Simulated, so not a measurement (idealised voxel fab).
Title: Process Module voxel plated lines
cross-section cut | 265 nm wide | cells 5 nm
Bands, listed from the top down, are how a cross-section gets written in this document; the cross-section itself is a grid of square cells, and a band is one or more rows of them.
For a band, the entry starts with two heights in nm, that of the top and then that of the bottom, and carries on with the band's materials in order from left to right, each alongside its width in nm; the word "full width" beside a single material means it fills the band edge to edge, and "blank" means empty space.
Below 0: as-received wafer, all one material; heights counted from there. Lowest band: no bottom, goes on down, written "0 down".
Top row gets the first number, bottom row gets the second, and each row in between changes by the same step: that is how a band width like "30->40" works.
"no alteration" for a step: no cell of the cross-section changed in that step.
The list in "Closed internal voids" covers empty spaces of 8 cells or more that cannot reach the top through any open way, and it gives each as width x height at distance; the distance is from the left edge, and width, height and distance are in nm.
Whatever follows a step's settings on its line is a remark the simulator itself makes about that step.
When a step includes a mask, the "overlay nm" setting on its line states how far to the right of its planned place that mask lay, and negative values state how far to the left.

List of planned process steps
| 1 | RECEIVE with material Si |
| 2 | CONFORMAL_DEP with material SiO2, thk nm 5 |
| 3 | DIRECTIONAL_DEP with material TiN, thk nm 5 |
| 4 | PATTERN with tone open, mask id LINES, material resist, width nm 25, pitch nm 55, thk nm 20, overlay nm 0 |
| 5 | EPI with material Ru, thk nm 10 |
| 6 | STRIP with etch materials resist |
| 7 | DIRECTIONAL_ETCH with etch materials TiN, depth nm 5 |
| 8 | CONFORMAL_DEP with material SiCN, thk nm 5 |

Cross-sectional view of the wafer in its as-received condition, corresponding to the state after step 1
> 0 down  Si full width
> Closed internal voids: none

Final cross-section, module run with one mistake (start and plan as above)
> 25 to 20  65 nm blank | 30 nm SiCN | 25 nm blank | 30 nm SiCN | 25 nm blank | 30 nm SiCN | 60 nm blank
> 20 to 10  65 nm blank | 5 nm SiCN | 20 nm Ru | 5 nm SiCN | 25 nm blank | 5 nm SiCN | 20 nm Ru | 5 nm SiCN | 25 nm blank | 5 nm SiCN | 20 nm Ru | 5 nm SiCN | 60 nm blank
> 10 to 5  70 nm SiCN | 20 nm TiN | 35 nm SiCN | 20 nm TiN | 35 nm SiCN | 20 nm TiN | 65 nm SiCN
> 5 to 0  SiO2 full width
> 0 down  Si full width
> Closed internal voids: none
Which mistake was made when the wafer was run? not per plan at step 4, really ran PATTERN with tone open, mask id LINES, material resist, width nm 20, pitch nm 55, thk nm 20, overlay nm 0
